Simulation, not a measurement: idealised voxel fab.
Documented hereafter: the process module known as voxel self aligned contacts.
Square cell edge 5 nm, section width 275 nm, ID cut.
Cross-sections here: square-cell grids, written as top-down lists of bands, a band being one or more rows of cells. The band entry comprises the height of the band's top followed by the height of its bottom, expressed in nm, and subsequently the band's materials from left to right, each stated together with its width in nm. Where a single material is marked with the word "everywhere", that material fills the band from edge to edge. The word "air" represents empty space. Heights from 0 (as-received wafer is one material below). Bottom band endless downward, as "z 0 and below". Top row gets the first number, bottom row gets the second, and each row in between changes by the same step: that is how a band width like "30 to 40" works. Basically "nothing got changed" means that step didn't change any cell in the cross-section. In the "Enclosed void entries" entry, you get each enclosed empty space of 8 cells or more, one with no open way to the top, written width x height at distance, distance from the left edge, in nm. Post-settings text on a step line: simulator's own remark regarding the step. overlay nm: where the mask lay relative to plan, measured to the right, on steps with a mask; negatives go left.

LIST OF PLANNED PROCESS STEPS
1) RECEIVE: material Si
2) OXIDIZE: depth nm 5
3) DIRECTIONAL_DEP: material polySi, thk nm 30
4) DIRECTIONAL_DEP: material SiN, thk nm 20
5) PATTERN: tone cover, mask id GATE, material resist, width nm 35, pitch nm 65, thk nm 20, overlay nm 0
6) DIRECTIONAL_ETCH: etch materials SiN, depth nm 20
7) DIRECTIONAL_ETCH: etch materials polySi, depth nm 30
8) STRIP: etch materials resist
9) CONFORMAL_DEP: material SiN, thk nm 5
10) DIRECTIONAL_ETCH: etch materials SiN, depth nm 5
11) FILL_DEP: material SiO2, thk nm 10
12) CMP: height nm 55
13) PATTERN: tone open, mask id CONTACT, material resist, width nm 40, pitch nm 65, thk nm 15, overlay nm 0
14) DIRECTIONAL_ETCH: etch materials SiO2, depth nm 60
15) STRIP: etch materials resist
16) CONFORMAL_DEP: material TiN, thk nm 5
17) FILL_DEP: material W, thk nm 5
18) CMP: height nm 55
19) CONFORMAL_DEP: material SiCN, thk nm 5

CROSS-SECTIONAL VIEW OF THE WAFER IN ITS AS-RECEIVED CONDITION, CORRESPONDING TO THE STATE AFTER STEP 1
  z 0 and below = Si everywhere
  Enclosed void entries: none

THE CROSS-SECTION SHOWN CORRESPONDS TO THE WAFER AT THE CONCLUSION OF THE MODULE. THE INITIAL STRUCTURE AND THE PROCESS PLAN ARE THOSE PRESENTED ABOVE; HOWEVER, ONE MISTAKE OCCURRED IN EXECUTING THE PLAN
  z 60 to 55 = SiCN everywhere
  z 55 to 50 = SiO2=85  TiN=15  W=10  TiN=15  SiO2=25  TiN=15  W=10  TiN=15  SiO2=85
  z 50 to 30 = SiO2=50  SiN=45  TiN=5  W=10  TiN=5  SiN=45  TiN=5  W=10  TiN=5  SiN=45  SiO2=50
  z 30 to 5 = SiO2=50  SiN=5  polySi=35  SiN=5  TiN=5  W=10  TiN=5  SiN=5  polySi=35  SiN=5  TiN=5  W=10  TiN=5  SiN=5  polySi=35  SiN=5  SiO2=50
  z 5 to 0 = SiO2=50  SiN=5  polySi=35  SiN=5  TiN=20  SiN=5  polySi=35  SiN=5  TiN=20  SiN=5  polySi=35  SiN=5  SiO2=50
  z 0 and below = Si everywhere
  Enclosed void entries: none
Nonconformance to the process plan: skipped: plan step 2 (never run)
